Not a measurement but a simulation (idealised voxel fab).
Documented hereafter: the process module known as voxel ribs on slabs.
This is section cut - it's 160 nm across, gridded in 5 nm square cells.
Cross-section = grid of square cells, listed top down in bands; band = one or more rows. Band entry format. Leading values: height of top, height of bottom, nm. Remainder: materials in left-to-right order, each with its width in nm. Special words: "edge to edge" on a single material, which then fills the band edge to edge; "air", empty space. Heights are measured from 0, the level below which the as-received wafer is all one material; the lowest band has no bottom and continues downward, written as in "from 0 down". Per-row width for "30->40": begins at first number (top row of band), ends at second number (bottom row), increment between rows held constant. For the purposes of this document, the phrase "remained the same" attached to a step denotes that no cell within the cross-section was modified by that step. Basically, "Trapped voids" tells you about the enclosed voids: empty spaces with no open way to the top, 8 cells or bigger, each written width x height at distance, where distance is from the left edge, all in nm. Step line, after settings: the simulator's comment on this step. "overlay nm", when on a step's line for a step with a mask, measures how far to the right of its planned place the mask lay; a negative measure means to the left.
**The process steps that were planned are listed below**
1,RECEIVE with material Si
2,DIRECTIONAL_DEP with material SiO2, thk nm 20
3,DIRECTIONAL_DEP with material polySi, thk nm 20
4,MASKED_ETCH with tone cover, mask id RIB, width nm 30, etch materials polySi, depth nm 5, overlay nm 0
5,PATTERN with tone cover, mask id SLAB, material resist, width nm 80, thk nm 20, overlay nm 0
6,DIRECTIONAL_ETCH with etch materials polySi, depth nm 15
7,STRIP with etch materials resist
8,FILL_DEP with material SiO2, thk nm 20
9,CMP with height nm 55
10,DIRECTIONAL_DEP with material W, thk nm 10
11,MASKED_ETCH with tone cover, mask id HEATER, width nm 40, etch materials W, depth nm 10, overlay nm 0
12,CONFORMAL_DEP with material SiN, thk nm 5
**First wafer out of two, processed as planned**
**as received, after step 1**
	from 0 down  Si edge to edge
	Trapped voids: none
**After step 2: wafer cross-section**
	from 20 to 0  SiO2 edge to edge
	below 0: unchanged
**After step 3: wafer cross-section**
	from 40 to 20  polySi edge to edge
	below 20: unchanged
**After step 4: wafer cross-section**
	from 40 to 35  65 nm air | 30 nm polySi | 65 nm air
	below 35: unchanged
**After step 5: wafer cross-section**
	from 60 to 40  40 nm air | 80 nm resist | 40 nm air
	from 40 to 35  40 nm air | 25 nm resist | 30 nm polySi | 25 nm resist | 40 nm air
	below 35: unchanged
**After step 6: wafer cross-section**
	from 60 to 40  40 nm air | 80 nm resist | 40 nm air
	from 40 to 35  40 nm air | 25 nm resist | 30 nm polySi | 25 nm resist | 40 nm air
	from 35 to 20  40 nm air | 80 nm polySi | 40 nm air
	below 20: unchanged
**After step 7: wafer cross-section**
	from 40 to 35  65 nm air | 30 nm polySi | 65 nm air
	below 35: unchanged
**After step 8: wafer cross-section**
	from 60 to 40  SiO2 edge to edge
	from 40 to 35  65 nm SiO2 | 30 nm polySi | 65 nm SiO2
	from 35 to 20  40 nm SiO2 | 80 nm polySi | 40 nm SiO2
	below 20: unchanged
**After step 9: wafer cross-section**
	from 55 to 40  SiO2 edge to edge
	below 40: unchanged
**After step 10: wafer cross-section**
	from 65 to 55  W edge to edge
	below 55: unchanged
**After step 11: wafer cross-section**
	from 65 to 55  60 nm air | 40 nm W | 60 nm air
	below 55: unchanged
**After step 12: wafer cross-section**
	from 70 to 65  55 nm air | 50 nm SiN | 55 nm air
	from 65 to 60  55 nm air | 5 nm SiN | 40 nm W | 5 nm SiN | 55 nm air
	from 60 to 55  60 nm SiN | 40 nm W | 60 nm SiN
	below 55: unchanged
**The second wafer: identical to the first at the outset and in its planned sequence, differing only in that one mistake was made during processing; up to and including step 1, its path is the first wafer's path**
**Second wafer profile in section, at the moment step 2 of the plan was meant to be complete**
	from 20 to 0  polySi edge to edge
	below 0: unchanged
**Second wafer profile in section, at the moment step 3 of the plan was meant to be complete**
	from 40 to 20  SiO2 edge to edge
	below 20: unchanged
Second wafer profile in section, at the moment step 4 of the plan was meant to be complete: remained the same
**Second wafer profile in section, at the moment step 5 of the plan was meant to be complete**
	from 60 to 40  40 nm air | 80 nm resist | 40 nm air
	below 40: unchanged
Second wafer profile in section, at the moment step 6 of the plan was meant to be complete: remained the same
**Second wafer profile in section, at the moment step 7 of the plan was meant to be complete**
	from 40 to 20  SiO2 edge to edge
	below 20: unchanged
**Second wafer profile in section, at the moment step 8 of the plan was meant to be complete**
	from 60 to 20  SiO2 edge to edge
	below 20: unchanged
**Second wafer profile in section, at the moment step 9 of the plan was meant to be complete**
	from 55 to 20  SiO2 edge to edge
	below 20: unchanged
**Second wafer profile in section, at the moment step 10 of the plan was meant to be complete**
	from 65 to 55  W edge to edge
	below 55: unchanged
**Second wafer profile in section, at the moment step 11 of the plan was meant to be complete**
	from 65 to 55  60 nm air | 40 nm W | 60 nm air
	below 55: unchanged
**Second wafer profile in section, at the moment step 12 of the plan was meant to be complete**
	from 70 to 65  55 nm air | 50 nm SiN | 55 nm air
	from 65 to 60  55 nm air | 5 nm SiN | 40 nm W | 5 nm SiN | 55 nm air
	from 60 to 55  60 nm SiN | 40 nm W | 60 nm SiN
	below 55: unchanged
Diagnosis: steps 2 and 3: order swapped relative to plan
Final cells, second wafer relative to first, materials higher or lower: -74 SiO2; +74 polySi
